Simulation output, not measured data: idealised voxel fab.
process module | voxel fin reveal
cross-section cut | 260 nm wide | cells 5 nm
A cross-section is a grid of square cells, given in bands from the top down. A band is one or more rows of cells.
Each band's line starts with the height of the band's top and of its bottom, in nm. Then come its materials from left to right, each with its width in nm. One material with "throughout" fills the band from edge to edge. "air" is empty space.
Height 0 is the level under which the wafer as received is all one material. The lowest band goes on downwards, as in "0 down".
A width such as "30 to 40" changes by the same amount from each row of cells to the next, from the band's top row to its bottom row.
"no change" after a step means that no cell of the cross-section changed.
closed voids: empty space of 8 cells or more with no open way to the top, each as width x height at its distance from the left edge, in nm
after a step's settings: what the simulator itself notes on the step
overlay nm, on a step with a mask: how far to the right of its planned place the mask lay; to the left if negative
plan
1 op RECEIVE | material Si
2 op CONFORMAL_DEP | material SiN | thk nm 5
3 op PATTERN | tone cover | mask id FINS | material resist | width nm 15 | pitch nm 40 | thk nm 20 | overlay nm 0
4 op DIRECTIONAL_ETCH | etch materials SiN | depth nm 5
5 op DIRECTIONAL_ETCH | etch materials Si | depth nm 30
6 op STRIP | etch materials resist
7 op OXIDIZE | depth nm 5
8 op FILL_DEP | material SiO2 | thk nm 15
9 op CMP | height nm 5
10 op SELECTIVE_ETCH | etch materials SiO2 | depth nm 15
11 op STRIP | etch materials SiN
12 op CONFORMAL_DEP | material HfO2 | thk nm 5
as received, after step 1
  0 down: Si throughout
  closed voids: none
first wafer at the end, as planned
  5 to 0: air 80 | HfO2 15 | air 25 | HfO2 15 | air 25 | HfO2 15 | air 85
  0 to -5: air 80 | HfO2 5 | Si 5 | HfO2 5 | air 25 | HfO2 5 | Si 5 | HfO2 5 | air 25 | HfO2 5 | Si 5 | HfO2 5 | air 85
  -5 to -10: HfO2 85 | Si 5 | HfO2 35 | Si 5 | HfO2 35 | Si 5 | HfO2 90
  -10 to -35: SiO2 85 | Si 5 | SiO2 35 | Si 5 | SiO2 35 | Si 5 | SiO2 90
  -35 down: Si throughout
  closed voids: none
second wafer at the end: like start, like plan, one mistake
  5 to 0: air 75 | HfO2 25 | air 15 | HfO2 25 | air 15 | HfO2 25 | air 80
  0 to -5: air 75 | HfO2 5 | Si 15 | HfO2 5 | air 15 | HfO2 5 | Si 15 | HfO2 5 | air 15 | HfO2 5 | Si 15 | HfO2 5 | air 80
  -5 to -10: HfO2 80 | Si 15 | HfO2 25 | Si 15 | HfO2 25 | Si 15 | HfO2 85
  -10 to -35: SiO2 80 | Si 15 | SiO2 25 | Si 15 | SiO2 25 | Si 15 | SiO2 85
  -35 down: Si throughout
  closed voids: none
what went wrong: step 3 ran as: op PATTERN | tone cover | mask id FINS | material resist | width nm 25 | pitch nm 40 | thk nm 20 | overlay nm 0
at the end the second wafer has, in cells: 42 more of Si | 30 fewer of SiO2
